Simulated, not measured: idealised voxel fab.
You're looking at the process module voxel capacitor over wiring.
Shown is cross-section cut, with a width of 180 nm and square cells of size 5 nm.
How to read a cross-section here: the picture is a grid of square cells, written as bands going from the top down, and any band can span one or more rows of cells.
First you get the band's top height and its bottom height, in nm, and then the materials it's made of, left to right, with each width in nm. If you see a single material with "everywhere", that one covers the band edge to edge. "empty" is empty space.
For the purposes of this specification, 0 denotes the height below which the wafer in its as-received condition is composed wholly of one material, and the lowermost band, lacking a lower limit, extends downward without end, as expressed in "0..down".
So if you see something like "30->40" for the width, read it as the top row of the band sitting at the first number and the bottom row at the second, with every row in between moving by the same amount as the last.
No cell of the cross-section changed in a step that is given as "remained the same".
"Closed void catalog": empty spaces of 8 cells or more with no open way to the top, each given as width x height at distance, distance from the left edge, all in nm.
The remark found on a step's line after its settings is issued by the simulator itself and pertains to that step.
A step's line can hold "overlay nm"; with a mask on that step, the setting says how far right of the planned place the mask lay, while a negative setting says it lay to the left.

## Here's what the planned process steps look like
1 RECEIVE, material Si
2 CONFORMAL_DEP, material SiO2, thk nm 10
3 DIRECTIONAL_DEP, material TiN, thk nm 5
4 DIRECTIONAL_DEP, material W, thk nm 15
5 PATTERN, tone cover, mask id METAL_1, material resist, width nm 25, pitch nm 75, thk nm 15, overlay nm 0
6 DIRECTIONAL_ETCH, etch materials W, depth nm 15
7 DIRECTIONAL_ETCH, etch materials TiN, depth nm 5
8 STRIP, etch materials resist
9 FILL_DEP, material lowk, thk nm 5
10 CMP, height nm 30
11 CONFORMAL_DEP, material SiCN, thk nm 5
12 DIRECTIONAL_DEP, material lowk, thk nm 20
13 PATTERN, tone open, mask id PLUG_1, material resist, width nm 15, thk nm 15, overlay nm 0
14 DIRECTIONAL_ETCH, etch materials lowk, depth nm 20
15 DIRECTIONAL_ETCH, etch materials SiCN, depth nm 5
16 STRIP, etch materials resist
17 EPI, material Ru, thk nm 10
18 EPI, material Ru, thk nm 10
19 EPI, material Ru, thk nm 5
20 DIRECTIONAL_DEP, material TiN, thk nm 10
21 DIRECTIONAL_DEP, material Al2O3, thk nm 5
22 DIRECTIONAL_DEP, material TiN, thk nm 5
23 DIRECTIONAL_DEP, material aC, thk nm 15
24 PATTERN, tone cover, mask id UPPER_PLATE, material resist, width nm 55, thk nm 35, overlay nm 0
25 DIRECTIONAL_ETCH, etch materials aC, depth nm 15
26 STRIP, etch materials resist
27 DIRECTIONAL_ETCH, etch materials TiN, depth nm 5
28 DIRECTIONAL_ETCH, etch materials Al2O3, depth nm 5
29 STRIP, etch materials aC
30 PATTERN, tone cover, mask id LOWER_PLATE, material resist, width nm 65, thk nm 20, overlay nm 0
31 DIRECTIONAL_ETCH, etch materials TiN, depth nm 10
32 STRIP, etch materials resist
33 FILL_DEP, material SiO2, thk nm 20
34 CMP, height nm 90
35 PATTERN, tone open, mask id PLUG_2, material resist, width nm 15, thk nm 20, overlay nm 0
36 DIRECTIONAL_ETCH, etch materials SiO2, depth nm 15
37 STRIP, etch materials resist
38 CONFORMAL_DEP, material TiN, thk nm 5
39 FILL_DEP, material W, thk nm 10
40 CMP, height nm 90
41 CONFORMAL_DEP, material SiN, thk nm 5

## Step 1 complete: cross-section of the wafer as received
> 0..down: Si everywhere
> Closed void catalog: none

## First of two wafers at the end of the module, shown in cross-section; run carried out as planned
> 95..90: SiN everywhere
> 90..80: 60 nm SiO2, then 5 nm TiN, then 5 nm W, then 5 nm TiN, then 105 nm SiO2
> 80..70: 60->50 nm SiO2, then 15->55 nm TiN, then 105->75 nm SiO2
> 70..65: 50 nm SiO2, then 55 nm Al2O3, then 75 nm SiO2
> 65..55: 45 nm SiO2, then 65 nm TiN, then 70 nm SiO2
> 55..35: 50 nm lowk, then 15 nm Ru, then 115 nm lowk
> 35..30: 50 nm SiCN, then 15 nm Ru, then 115 nm SiCN
> 30..15: 40 nm lowk, then 25 nm W, then 50 nm lowk, then 25 nm W, then 40 nm lowk
> 15..10: 40 nm lowk, then 25 nm TiN, then 50 nm lowk, then 25 nm TiN, then 40 nm lowk
> 10..0: SiO2 everywhere
> 0..down: Si everywhere
> Closed void catalog: none

## second wafer at the end: like start, like plan, one mistake
> 95..90: SiN everywhere
> 90..80: 60 nm SiO2, then 5 nm TiN, then 5 nm W, then 5 nm TiN, then 105 nm SiO2
> 80..70: 60->50 nm SiO2, then 15->55 nm TiN, then 105->75 nm SiO2
> 70..65: 50 nm SiO2, then 55 nm Al2O3, then 75 nm SiO2
> 65..55: 50 nm SiO2, then 60 nm TiN, then 70 nm SiO2
> 55..35: 50 nm lowk, then 15 nm Ru, then 115 nm lowk
> 35..30: 50 nm SiCN, then 15 nm Ru, then 115 nm SiCN
> 30..15: 40 nm lowk, then 25 nm W, then 50 nm lowk, then 25 nm W, then 40 nm lowk
> 15..10: 40 nm lowk, then 25 nm TiN, then 50 nm lowk, then 25 nm TiN, then 40 nm lowk
> 10..0: SiO2 everywhere
> 0..down: Si everywhere
> Closed void catalog: none
What was done differently from what was planned? step 30 ran with different settings than intended, the actual operation and settings being PATTERN, tone cover, mask id LOWER_PLATE, material resist, width nm 60, thk nm 20, overlay nm 0
at the end the second wafer has, in cells: 2 more of SiO2; 2 fewer of TiN
